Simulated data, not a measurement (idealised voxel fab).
process module | voxel transistor to metal
cross-section cut | 290 nm wide | cells 5 nm
A cross-section is a grid of square cells, given in bands from the top down. A band is one or more rows of cells.
Each band's line starts with the height of the band's top and of its bottom, in nm. Then come its materials from left to right, each with its width in nm. One material with "throughout" fills the band from edge to edge. "air" is empty space.
Height 0 is the level under which the wafer as received is all one material. The lowest band goes on downwards, as in "0 down".
A width such as "30 to 40" changes by the same amount from each row of cells to the next, from the band's top row to its bottom row.
"no change" after a step means that no cell of the cross-section changed.
closed voids: empty space of 8 cells or more with no open way to the top, each as width x height at its distance from the left edge, in nm
after a step's settings: what the simulator itself notes on the step
overlay nm, on a step with a mask: how far to the right of its planned place the mask lay; to the left if negative
plan
1 op RECEIVE | material Si
2 op OXIDIZE | depth nm 5
3 op CONFORMAL_DEP | material SiN | thk nm 10
4 op PATTERN | tone cover | mask id ACTIVE | material resist | width nm 115 | pitch nm 140 | thk nm 15 | overlay nm 0
5 op DIRECTIONAL_ETCH | etch materials SiN | depth nm 10
6 op DIRECTIONAL_ETCH | etch materials SiO2 | depth nm 5
7 op DIRECTIONAL_ETCH | etch materials Si | depth nm 20
8 op STRIP | etch materials resist
9 op FILL_DEP | material SiO2 | thk nm 10
10 op CMP | height nm 10
11 op SELECTIVE_ETCH | etch materials SiO2 | depth nm 5
12 op STRIP | etch materials SiN
13 op SELECTIVE_ETCH | etch materials SiO2 | depth nm 5
14 op OXIDIZE | depth nm 5
15 op DIRECTIONAL_DEP | material polySi | thk nm 30
16 op DIRECTIONAL_DEP | material SiCN | thk nm 15
17 op DIRECTIONAL_DEP | material aC | thk nm 10
18 op PATTERN | tone cover | mask id GATE | material resist | width nm 25 | pitch nm 140 | thk nm 25 | overlay nm 0
19 op DIRECTIONAL_ETCH | etch materials aC | depth nm 10
20 op STRIP | etch materials resist
21 op DIRECTIONAL_ETCH | etch materials SiCN | depth nm 25
22 op DIRECTIONAL_ETCH | etch materials polySi | depth nm 40
23 op STRIP | etch materials aC
24 op CONFORMAL_DEP | material SiO2 | thk nm 5
25 op DIRECTIONAL_ETCH | etch materials SiO2 | depth nm 5
26 op CONFORMAL_DEP | material SiN | thk nm 10
27 op DIRECTIONAL_ETCH | etch materials SiN | depth nm 10
28 op DIRECTIONAL_ETCH | etch materials SiO2 | depth nm 5
29 op DIRECTIONAL_ETCH | etch materials Si | depth nm 15
30 op EPI | material SiGe | thk nm 15
31 op FILL_DEP | material SiO2 | thk nm 5
32 op CMP | height nm 40
33 op DIRECTIONAL_DEP | material SiO2 | thk nm 15
34 op MASKED_ETCH | tone open | mask id CONTACT | width nm 30 | etch materials SiO2 | depth nm 50 | overlay nm 0
35 op CONFORMAL_DEP | material TiN | thk nm 5
36 op FILL_DEP | material W | thk nm 5
37 op CMP | height nm 55
38 op CONFORMAL_DEP | material SiN | thk nm 5
39 op DIRECTIONAL_DEP | material lowk | thk nm 15
40 op MASKED_ETCH | tone open | mask id METAL_1 | width nm 20 | etch materials lowk | depth nm 15 | overlay nm 0
41 op MASKED_ETCH | tone open | mask id METAL_1 | width nm 20 | etch materials SiN | depth nm 5 | overlay nm 0
42 op CONFORMAL_DEP | material TiN | thk nm 5
43 op FILL_DEP | material Cu | thk nm 10
44 op CMP | height nm 75
45 op EPI | material Ru | thk nm 5
46 op FILL_DEP | material SiCN | thk nm 5
first wafer, as planned
as received, after step 1
  0 down: Si throughout
  closed voids: none
after step 2
  0 to -5: SiO2 throughout
  below -5: unchanged
after step 3
  10 to 0: SiN throughout
  below 0: unchanged
after step 4
  25 to 10: air 15 | resist 115 | air 25 | resist 115 | air 20
  below 10: unchanged
after step 5
  25 to 10: air 15 | resist 115 | air 25 | resist 115 | air 20
  10 to 0: air 15 | SiN 115 | air 25 | SiN 115 | air 20
  below 0: unchanged
after step 6
  25 to 10: air 15 | resist 115 | air 25 | resist 115 | air 20
  10 to 0: air 15 | SiN 115 | air 25 | SiN 115 | air 20
  0 to -5: air 15 | SiO2 115 | air 25 | SiO2 115 | air 20
  below -5: unchanged
after step 7
  25 to 10: air 15 | resist 115 | air 25 | resist 115 | air 20
  10 to 0: air 15 | SiN 115 | air 25 | SiN 115 | air 20
  0 to -5: air 15 | SiO2 115 | air 25 | SiO2 115 | air 20
  -5 to -25: air 15 | Si 115 | air 25 | Si 115 | air 20
  below -25: unchanged
after step 8
  10 to 0: air 15 | SiN 115 | air 25 | SiN 115 | air 20
  below 0: unchanged
after step 9
  20 to 10: SiO2 throughout
  10 to 0: SiO2 15 | SiN 115 | SiO2 25 | SiN 115 | SiO2 20
  0 to -5: SiO2 throughout
  -5 to -25: SiO2 15 | Si 115 | SiO2 25 | Si 115 | SiO2 20
  below -25: unchanged
after step 10
  10 to 0: SiO2 15 | SiN 115 | SiO2 25 | SiN 115 | SiO2 20
  below 0: unchanged
after step 11
  10 to 5: air 15 | SiN 115 | air 25 | SiN 115 | air 20
  below 5: unchanged
after step 12
  5 to 0: SiO2 15 | air 115 | SiO2 25 | air 115 | SiO2 20
  below 0: unchanged
after step 13
  0 to -5: SiO2 10 | air 125 | SiO2 15 | air 125 | SiO2 15
  below -5: unchanged
after step 14
  0 to -5: SiO2 10 | air 125 | SiO2 15 | air 125 | SiO2 15
  -5 to -10: SiO2 throughout
  below -10: unchanged
after step 15
  30 to 25: polySi 10 | air 125 | polySi 15 | air 125 | polySi 15
  25 to 0: polySi throughout
  0 to -5: SiO2 10 | polySi 125 | SiO2 15 | polySi 125 | SiO2 15
  below -5: unchanged
after step 16
  45 to 40: SiCN 10 | air 125 | SiCN 15 | air 125 | SiCN 15
  40 to 30: SiCN throughout
  30 to 25: polySi 10 | SiCN 125 | polySi 15 | SiCN 125 | polySi 15
  below 25: unchanged
after step 17
  55 to 50: aC 10 | air 125 | aC 15 | air 125 | aC 15
  50 to 45: aC throughout
  45 to 40: SiCN 10 | aC 125 | SiCN 15 | aC 125 | SiCN 15
  below 40: unchanged
after step 18
  80 to 55: air 60 | resist 25 | air 115 | resist 25 | air 65
  55 to 50: aC 10 | air 50 | resist 25 | air 50 | aC 15 | air 50 | resist 25 | air 50 | aC 15
  below 50: unchanged
after step 19
  70 to 50: air 60 | resist 25 | air 115 | resist 25 | air 65
  50 to 45: air 60 | aC 25 | air 115 | aC 25 | air 65
  45 to 40: SiCN 10 | air 50 | aC 25 | air 50 | SiCN 15 | air 50 | aC 25 | air 50 | SiCN 15
  below 40: unchanged
after step 20
  50 to 45: air 60 | aC 25 | air 115 | aC 25 | air 65
  below 45: unchanged
after step 21
  50 to 40: air 60 | aC 25 | air 115 | aC 25 | air 65
  40 to 30: air 60 | SiCN 25 | air 115 | SiCN 25 | air 65
  30 to 25: polySi 10 | air 50 | SiCN 25 | air 50 | polySi 15 | air 50 | SiCN 25 | air 50 | polySi 15
  below 25: unchanged
after step 22
  50 to 40: air 60 | aC 25 | air 115 | aC 25 | air 65
  40 to 25: air 60 | SiCN 25 | air 115 | SiCN 25 | air 65
  25 to 0: air 60 | polySi 25 | air 115 | polySi 25 | air 65
  0 to -5: SiO2 10 | air 50 | polySi 25 | air 50 | SiO2 15 | air 50 | polySi 25 | air 50 | SiO2 15
  below -5: unchanged
after step 23
  40 to 25: air 60 | SiCN 25 | air 115 | SiCN 25 | air 65
  below 25: unchanged
after step 24
  45 to 40: air 55 | SiO2 35 | air 105 | SiO2 35 | air 60
  40 to 25: air 55 | SiO2 5 | SiCN 25 | SiO2 5 | air 105 | SiO2 5 | SiCN 25 | SiO2 5 | air 60
  25 to 5: air 55 | SiO2 5 | polySi 25 | SiO2 5 | air 105 | SiO2 5 | polySi 25 | SiO2 5 | air 60
  5 to 0: SiO2 15 | air 40 | SiO2 5 | polySi 25 | SiO2 5 | air 40 | SiO2 25 | air 40 | SiO2 5 | polySi 25 | SiO2 5 | air 40 | SiO2 20
  0 to -5: SiO2 60 | polySi 25 | SiO2 115 | polySi 25 | SiO2 65
  below -5: unchanged
after step 25
  40 to 25: air 55 | SiO2 5 | SiCN 25 | SiO2 5 | air 105 | SiO2 5 | SiCN 25 | SiO2 5 | air 60
  25 to 0: air 55 | SiO2 5 | polySi 25 | SiO2 5 | air 105 | SiO2 5 | polySi 25 | SiO2 5 | air 60
  0 to -5: SiO2 15 | air 40 | SiO2 5 | polySi 25 | SiO2 5 | air 40 | SiO2 25 | air 40 | SiO2 5 | polySi 25 | SiO2 5 | air 40 | SiO2 20
  below -5: unchanged
after step 26
  50 to 40: air 45 | SiN 55 | air 85 | SiN 55 | air 50
  40 to 25: air 45 | SiN 10 | SiO2 5 | SiCN 25 | SiO2 5 | SiN 10 | air 85 | SiN 10 | SiO2 5 | SiCN 25 | SiO2 5 | SiN 10 | air 50
  25 to 10: air 45 | SiN 10 | SiO2 5 | polySi 25 | SiO2 5 | SiN 10 | air 85 | SiN 10 | SiO2 5 | polySi 25 | SiO2 5 | SiN 10 | air 50
  10 to 5: SiN 25 | air 20 | SiN 10 | SiO2 5 | polySi 25 | SiO2 5 | SiN 10 | air 20 | SiN 45 | air 20 | SiN 10 | SiO2 5 | polySi 25 | SiO2 5 | SiN 10 | air 20 | SiN 30
  5 to 0: SiN 55 | SiO2 5 | polySi 25 | SiO2 5 | SiN 105 | SiO2 5 | polySi 25 | SiO2 5 | SiN 60
  0 to -5: SiO2 15 | SiN 40 | SiO2 5 | polySi 25 | SiO2 5 | SiN 40 | SiO2 25 | SiN 40 | SiO2 5 | polySi 25 | SiO2 5 | SiN 40 | SiO2 20
  below -5: unchanged
after step 27
  40 to 25: air 45 | SiN 10 | SiO2 5 | SiCN 25 | SiO2 5 | SiN 10 | air 85 | SiN 10 | SiO2 5 | SiCN 25 | SiO2 5 | SiN 10 | air 50
  25 to 0: air 45 | SiN 10 | SiO2 5 | polySi 25 | SiO2 5 | SiN 10 | air 85 | SiN 10 | SiO2 5 | polySi 25 | SiO2 5 | SiN 10 | air 50
  0 to -5: SiO2 15 | SiN 10 | air 20 | SiN 10 | SiO2 5 | polySi 25 | SiO2 5 | SiN 10 | air 20 | SiN 10 | SiO2 25 | SiN 10 | air 20 | SiN 10 | SiO2 5 | polySi 25 | SiO2 5 | SiN 10 | air 20 | SiN 10 | SiO2 20
  below -5: unchanged
after step 28
  40 to 35: air 45 | SiN 10 | air 5 | SiCN 25 | air 5 | SiN 10 | air 85 | SiN 10 | air 5 | SiCN 25 | air 5 | SiN 10 | air 50
  35 to 25: air 45 | SiN 10 | SiO2 5 | SiCN 25 | SiO2 5 | SiN 10 | air 85 | SiN 10 | SiO2 5 | SiCN 25 | SiO2 5 | SiN 10 | air 50
  25 to 0: air 45 | SiN 10 | SiO2 5 | polySi 25 | SiO2 5 | SiN 10 | air 85 | SiN 10 | SiO2 5 | polySi 25 | SiO2 5 | SiN 10 | air 50
  0 to -5: air 15 | SiN 10 | air 20 | SiN 10 | SiO2 5 | polySi 25 | SiO2 5 | SiN 10 | air 20 | SiN 10 | air 25 | SiN 10 | air 20 | SiN 10 | SiO2 5 | polySi 25 | SiO2 5 | SiN 10 | air 20 | SiN 10 | air 20
  -5 to -10: SiO2 25 | air 20 | SiO2 55 | air 20 | SiO2 45 | air 20 | SiO2 55 | air 20 | SiO2 30
  below -10: unchanged
after step 29
  40 to 35: air 45 | SiN 10 | air 5 | SiCN 25 | air 5 | SiN 10 | air 85 | SiN 10 | air 5 | SiCN 25 | air 5 | SiN 10 | air 50
  35 to 25: air 45 | SiN 10 | SiO2 5 | SiCN 25 | SiO2 5 | SiN 10 | air 85 | SiN 10 | SiO2 5 | SiCN 25 | SiO2 5 | SiN 10 | air 50
  25 to 0: air 45 | SiN 10 | SiO2 5 | polySi 25 | SiO2 5 | SiN 10 | air 85 | SiN 10 | SiO2 5 | polySi 25 | SiO2 5 | SiN 10 | air 50
  0 to -5: air 15 | SiN 10 | air 20 | SiN 10 | SiO2 5 | polySi 25 | SiO2 5 | SiN 10 | air 20 | SiN 10 | air 25 | SiN 10 | air 20 | SiN 10 | SiO2 5 | polySi 25 | SiO2 5 | SiN 10 | air 20 | SiN 10 | air 20
  -5 to -10: SiO2 25 | air 20 | SiO2 55 | air 20 | SiO2 45 | air 20 | SiO2 55 | air 20 | SiO2 30
  -10 to -25: SiO2 15 | Si 10 | air 20 | Si 55 | air 20 | Si 10 | SiO2 25 | Si 10 | air 20 | Si 55 | air 20 | Si 10 | SiO2 20
  below -25: unchanged
after step 30
  40 to 35: air 45 | SiN 10 | air 5 | SiCN 25 | air 5 | SiN 10 | air 85 | SiN 10 | air 5 | SiCN 25 | air 5 | SiN 10 | air 50
  35 to 25: air 45 | SiN 10 | SiO2 5 | SiCN 25 | SiO2 5 | SiN 10 | air 85 | SiN 10 | SiO2 5 | SiCN 25 | SiO2 5 | SiN 10 | air 50
  25 to 5: air 45 | SiN 10 | SiO2 5 | polySi 25 | SiO2 5 | SiN 10 | air 85 | SiN 10 | SiO2 5 | polySi 25 | SiO2 5 | SiN 10 | air 50
  5 to 0: air 20 | SiGe 25 | SiN 10 | SiO2 5 | polySi 25 | SiO2 5 | SiN 10 | SiGe 25 | air 35 | SiGe 25 | SiN 10 | SiO2 5 | polySi 25 | SiO2 5 | SiN 10 | SiGe 25 | air 25
  0 to -5: air 15 | SiN 10 | SiGe 20 | SiN 10 | SiO2 5 | polySi 25 | SiO2 5 | SiN 10 | SiGe 20 | SiN 10 | air 25 | SiN 10 | SiGe 20 | SiN 10 | SiO2 5 | polySi 25 | SiO2 5 | SiN 10 | SiGe 20 | SiN 10 | air 20
  -5 to -10: SiO2 25 | SiGe 20 | SiO2 55 | SiGe 20 | SiO2 45 | SiGe 20 | SiO2 55 | SiGe 20 | SiO2 30
  -10 to -25: SiO2 15 | Si 10 | SiGe 20 | Si 55 | SiGe 20 | Si 10 | SiO2 25 | Si 10 | SiGe 20 | Si 55 | SiGe 20 | Si 10 | SiO2 20
  below -25: unchanged
after step 31
  45 to 40: SiO2 throughout
  40 to 25: SiO2 45 | SiN 10 | SiO2 5 | SiCN 25 | SiO2 5 | SiN 10 | SiO2 85 | SiN 10 | SiO2 5 | SiCN 25 | SiO2 5 | SiN 10 | SiO2 50
  25 to 5: SiO2 45 | SiN 10 | SiO2 5 | polySi 25 | SiO2 5 | SiN 10 | SiO2 85 | SiN 10 | SiO2 5 | polySi 25 | SiO2 5 | SiN 10 | SiO2 50
  5 to 0: SiO2 20 | SiGe 25 | SiN 10 | SiO2 5 | polySi 25 | SiO2 5 | SiN 10 | SiGe 25 | SiO2 35 | SiGe 25 | SiN 10 | SiO2 5 | polySi 25 | SiO2 5 | SiN 10 | SiGe 25 | SiO2 25
  0 to -5: SiO2 15 | SiN 10 | SiGe 20 | SiN 10 | SiO2 5 | polySi 25 | SiO2 5 | SiN 10 | SiGe 20 | SiN 10 | SiO2 25 | SiN 10 | SiGe 20 | SiN 10 | SiO2 5 | polySi 25 | SiO2 5 | SiN 10 | SiGe 20 | SiN 10 | SiO2 20
  below -5: unchanged
after step 32
  40 to 25: SiO2 45 | SiN 10 | SiO2 5 | SiCN 25 | SiO2 5 | SiN 10 | SiO2 85 | SiN 10 | SiO2 5 | SiCN 25 | SiO2 5 | SiN 10 | SiO2 50
  below 25: unchanged
after step 33
  55 to 40: SiO2 throughout
  below 40: unchanged
after step 34
  55 to 40: SiO2 25 | air 30 | SiO2 35 | air 30 | SiO2 45 | air 30 | SiO2 35 | air 30 | SiO2 30
  40 to 25: SiO2 25 | air 20 | SiN 10 | SiO2 5 | SiCN 25 | SiO2 5 | SiN 10 | air 20 | SiO2 45 | air 20 | SiN 10 | SiO2 5 | SiCN 25 | SiO2 5 | SiN 10 | air 20 | SiO2 30
  25 to 5: SiO2 25 | air 20 | SiN 10 | SiO2 5 | polySi 25 | SiO2 5 | SiN 10 | air 20 | SiO2 45 | air 20 | SiN 10 | SiO2 5 | polySi 25 | SiO2 5 | SiN 10 | air 20 | SiO2 30
  below 5: unchanged
after step 35
  60 to 55: TiN 30 | air 20 | TiN 45 | air 20 | TiN 55 | air 20 | TiN 45 | air 20 | TiN 35
  55 to 45: SiO2 25 | TiN 5 | air 20 | TiN 5 | SiO2 35 | TiN 5 | air 20 | TiN 5 | SiO2 45 | TiN 5 | air 20 | TiN 5 | SiO2 35 | TiN 5 | air 20 | TiN 5 | SiO2 30
  45 to 40: SiO2 25 | TiN 5 | air 10 | TiN 15 | SiO2 35 | TiN 15 | air 10 | TiN 5 | SiO2 45 | TiN 5 | air 10 | TiN 15 | SiO2 35 | TiN 15 | air 10 | TiN 5 | SiO2 30
  40 to 25: SiO2 25 | TiN 5 | air 10 | TiN 5 | SiN 10 | SiO2 5 | SiCN 25 | SiO2 5 | SiN 10 | TiN 5 | air 10 | TiN 5 | SiO2 45 | TiN 5 | air 10 | TiN 5 | SiN 10 | SiO2 5 | SiCN 25 | SiO2 5 | SiN 10 | TiN 5 | air 10 | TiN 5 | SiO2 30
  25 to 10: SiO2 25 | TiN 5 | air 10 | TiN 5 | SiN 10 | SiO2 5 | polySi 25 | SiO2 5 | SiN 10 | TiN 5 | air 10 | TiN 5 | SiO2 45 | TiN 5 | air 10 | TiN 5 | SiN 10 | SiO2 5 | polySi 25 | SiO2 5 | SiN 10 | TiN 5 | air 10 | TiN 5 | SiO2 30
  10 to 5: SiO2 25 | TiN 20 | SiN 10 | SiO2 5 | polySi 25 | SiO2 5 | SiN 10 | TiN 20 | SiO2 45 | TiN 20 | SiN 10 | SiO2 5 | polySi 25 | SiO2 5 | SiN 10 | TiN 20 | SiO2 30
  below 5: unchanged
after step 36
  65 to 60: W throughout
  60 to 55: TiN 30 | W 20 | TiN 45 | W 20 | TiN 55 | W 20 | TiN 45 | W 20 | TiN 35
  55 to 45: SiO2 25 | TiN 5 | W 20 | TiN 5 | SiO2 35 | TiN 5 | W 20 | TiN 5 | SiO2 45 | TiN 5 | W 20 | TiN 5 | SiO2 35 | TiN 5 | W 20 | TiN 5 | SiO2 30
  45 to 40: SiO2 25 | TiN 5 | W 10 | TiN 15 | SiO2 35 | TiN 15 | W 10 | TiN 5 | SiO2 45 | TiN 5 | W 10 | TiN 15 | SiO2 35 | TiN 15 | W 10 | TiN 5 | SiO2 30
  40 to 25: SiO2 25 | TiN 5 | W 10 | TiN 5 | SiN 10 | SiO2 5 | SiCN 25 | SiO2 5 | SiN 10 | TiN 5 | W 10 | TiN 5 | SiO2 45 | TiN 5 | W 10 | TiN 5 | SiN 10 | SiO2 5 | SiCN 25 | SiO2 5 | SiN 10 | TiN 5 | W 10 | TiN 5 | SiO2 30
  25 to 10: SiO2 25 | TiN 5 | W 10 | TiN 5 | SiN 10 | SiO2 5 | polySi 25 | SiO2 5 | SiN 10 | TiN 5 | W 10 | TiN 5 | SiO2 45 | TiN 5 | W 10 | TiN 5 | SiN 10 | SiO2 5 | polySi 25 | SiO2 5 | SiN 10 | TiN 5 | W 10 | TiN 5 | SiO2 30
  below 10: unchanged
after step 37
  55 to 45: SiO2 25 | TiN 5 | W 20 | TiN 5 | SiO2 35 | TiN 5 | W 20 | TiN 5 | SiO2 45 | TiN 5 | W 20 | TiN 5 | SiO2 35 | TiN 5 | W 20 | TiN 5 | SiO2 30
  below 45: unchanged
after step 38
  60 to 55: SiN throughout
  below 55: unchanged
after step 39
  75 to 60: lowk throughout
  below 60: unchanged
after step 40
  75 to 60: lowk 25 | air 20 | lowk 55 | air 20 | lowk 45 | air 20 | lowk 55 | air 20 | lowk 30
  below 60: unchanged
after step 41
  75 to 60: lowk 25 | air 20 | lowk 55 | air 20 | lowk 45 | air 20 | lowk 55 | air 20 | lowk 30
  60 to 55: SiN 25 | air 20 | SiN 55 | air 20 | SiN 45 | air 20 | SiN 55 | air 20 | SiN 30
  below 55: unchanged
after step 42
  80 to 75: TiN 30 | air 10 | TiN 65 | air 10 | TiN 55 | air 10 | TiN 65 | air 10 | TiN 35
  75 to 60: lowk 25 | TiN 5 | air 10 | TiN 5 | lowk 55 | TiN 5 | air 10 | TiN 5 | lowk 45 | TiN 5 | air 10 | TiN 5 | lowk 55 | TiN 5 | air 10 | TiN 5 | lowk 30
  60 to 55: SiN 25 | TiN 20 | SiN 55 | TiN 20 | SiN 45 | TiN 20 | SiN 55 | TiN 20 | SiN 30
  below 55: unchanged
after step 43
  90 to 80: Cu throughout
  80 to 75: TiN 30 | Cu 10 | TiN 65 | Cu 10 | TiN 55 | Cu 10 | TiN 65 | Cu 10 | TiN 35
  75 to 60: lowk 25 | TiN 5 | Cu 10 | TiN 5 | lowk 55 | TiN 5 | Cu 10 | TiN 5 | lowk 45 | TiN 5 | Cu 10 | TiN 5 | lowk 55 | TiN 5 | Cu 10 | TiN 5 | lowk 30
  below 60: unchanged
after step 44
  75 to 60: lowk 25 | TiN 5 | Cu 10 | TiN 5 | lowk 55 | TiN 5 | Cu 10 | TiN 5 | lowk 45 | TiN 5 | Cu 10 | TiN 5 | lowk 55 | TiN 5 | Cu 10 | TiN 5 | lowk 30
  below 60: unchanged
after step 45
  80 to 75: air 20 | Ru 30 | air 45 | Ru 30 | air 35 | Ru 30 | air 45 | Ru 30 | air 25
  below 75: unchanged
after step 46
  85 to 80: SiCN throughout
  80 to 75: SiCN 20 | Ru 30 | SiCN 45 | Ru 30 | SiCN 35 | Ru 30 | SiCN 45 | Ru 30 | SiCN 25
  below 75: unchanged
second wafer: like start, like plan, one mistake. Through step 37 it matches the first wafer
when step 38 should have ended
  60 to 55: W throughout
  below 55: unchanged
when step 39 should have ended
  75 to 60: lowk throughout
  below 60: unchanged
when step 40 should have ended
  75 to 60: lowk 25 | air 20 | lowk 55 | air 20 | lowk 45 | air 20 | lowk 55 | air 20 | lowk 30
  below 60: unchanged
when step 41 should have ended: no change
when step 42 should have ended
  80 to 75: TiN 30 | air 10 | TiN 65 | air 10 | TiN 55 | air 10 | TiN 65 | air 10 | TiN 35
  75 to 65: lowk 25 | TiN 5 | air 10 | TiN 5 | lowk 55 | TiN 5 | air 10 | TiN 5 | lowk 45 | TiN 5 | air 10 | TiN 5 | lowk 55 | TiN 5 | air 10 | TiN 5 | lowk 30
  65 to 60: lowk 25 | TiN 20 | lowk 55 | TiN 20 | lowk 45 | TiN 20 | lowk 55 | TiN 20 | lowk 30
  below 60: unchanged
when step 43 should have ended
  90 to 80: Cu throughout
  80 to 75: TiN 30 | Cu 10 | TiN 65 | Cu 10 | TiN 55 | Cu 10 | TiN 65 | Cu 10 | TiN 35
  75 to 65: lowk 25 | TiN 5 | Cu 10 | TiN 5 | lowk 55 | TiN 5 | Cu 10 | TiN 5 | lowk 45 | TiN 5 | Cu 10 | TiN 5 | lowk 55 | TiN 5 | Cu 10 | TiN 5 | lowk 30
  below 65: unchanged
when step 44 should have ended
  75 to 65: lowk 25 | TiN 5 | Cu 10 | TiN 5 | lowk 55 | TiN 5 | Cu 10 | TiN 5 | lowk 45 | TiN 5 | Cu 10 | TiN 5 | lowk 55 | TiN 5 | Cu 10 | TiN 5 | lowk 30
  below 65: unchanged
when step 45 should have ended
  80 to 75: air 20 | Ru 30 | air 45 | Ru 30 | air 35 | Ru 30 | air 45 | Ru 30 | air 25
  below 75: unchanged
when step 46 should have ended
  85 to 80: SiCN throughout
  80 to 75: SiCN 20 | Ru 30 | SiCN 45 | Ru 30 | SiCN 35 | Ru 30 | SiCN 45 | Ru 30 | SiCN 25
  below 75: unchanged
what went wrong: step 38 ran as: op CONFORMAL_DEP | material W | thk nm 5
at the end the second wafer has, in cells: 8 fewer of Cu | 42 fewer of SiN | 8 fewer of TiN | 58 more of W
